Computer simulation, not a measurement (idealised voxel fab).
process module | voxel self aligned vias
cross-section cut | 285 nm wide | cells 5 nm
A cross-section is a grid of square cells, given in bands from the top down. A band is one or more rows of cells.
Each band's line starts with the height of the band's top and of its bottom, in nm. Then come its materials from left to right, each with its width in nm. One material with "throughout" fills the band from edge to edge. "air" is empty space.
Height 0 is the level under which the wafer as received is all one material. The lowest band goes on downwards, as in "0 down".
A width such as "30 to 40" changes by the same amount from each row of cells to the next, from the band's top row to its bottom row.
"no change" after a step means that no cell of the cross-section changed.
closed voids: empty space of 8 cells or more with no open way to the top, each as width x height at its distance from the left edge, in nm
after a step's settings: what the simulator itself notes on the step
overlay nm, on a step with a mask: how far to the right of its planned place the mask lay; to the left if negative
plan
1 op RECEIVE | material Si
2 op CONFORMAL_DEP | material SiO2 | thk nm 10
3 op CONFORMAL_DEP | material SiCN | thk nm 5
4 op DIRECTIONAL_DEP | material lowk | thk nm 20
5 op DIRECTIONAL_DEP | material aC | thk nm 15
6 op PATTERN | tone open | mask id LINES | material resist | width nm 25 | pitch nm 55 | thk nm 35 | overlay nm 0
7 op DIRECTIONAL_ETCH | etch materials aC | depth nm 15
8 op STRIP | etch materials resist
9 op DIRECTIONAL_ETCH | etch materials lowk | depth nm 20
10 op STRIP | etch materials aC
11 op CONFORMAL_DEP | material TiN | thk nm 5
12 op FILL_DEP | material Ru | thk nm 10
13 op CMP | height nm 35
14 op SELECTIVE_ETCH | etch materials W Ru TiN | depth nm 10
15 op FILL_DEP | material SiN | thk nm 10
16 op CMP | height nm 35
17 op DIRECTIONAL_DEP | material lowk | thk nm 15
18 op DIRECTIONAL_DEP | material aC | thk nm 15
19 op PATTERN | tone open | mask id VIAS | material resist | width nm 35 | pitch nm 110 | thk nm 35 | overlay nm 0
20 op DIRECTIONAL_ETCH | etch materials aC | depth nm 15
21 op STRIP | etch materials resist
22 op DIRECTIONAL_ETCH | etch materials lowk | depth nm 15
23 op DIRECTIONAL_ETCH | etch materials SiN | depth nm 10
24 op STRIP | etch materials aC
25 op CONFORMAL_DEP | material TiN | thk nm 5
26 op FILL_DEP | material W | thk nm 10
27 op CMP | height nm 50
28 op CONFORMAL_DEP | material SiN | thk nm 5
as received, after step 1
  0 down: Si throughout
  closed voids: none
a wafer at the end: this start, this plan, one mistake
  55 to 50: SiN throughout
  50 to 35: lowk 70 | TiN 5 | W 25 | TiN 5 | lowk 75 | TiN 5 | W 25 | TiN 5 | lowk 70
  35 to 30: SiN 70 | TiN 10 | W 15 | TiN 10 | SiN 75 | TiN 10 | W 15 | TiN 10 | SiN 70
  30 to 25: lowk 75 | TiN 25 | lowk 30 | SiN 25 | lowk 30 | TiN 25 | lowk 75
  25 to 15: lowk 75 | TiN 5 | Ru 15 | TiN 5 | lowk 30 | TiN 5 | Ru 15 | TiN 5 | lowk 30 | TiN 5 | Ru 15 | TiN 5 | lowk 75
  15 to 10: lowk 75 | TiN 25 | lowk 30 | TiN 25 | lowk 30 | TiN 25 | lowk 75
  10 to 0: SiO2 throughout
  0 down: Si throughout
  closed voids: none
what went wrong: step 3 was left out
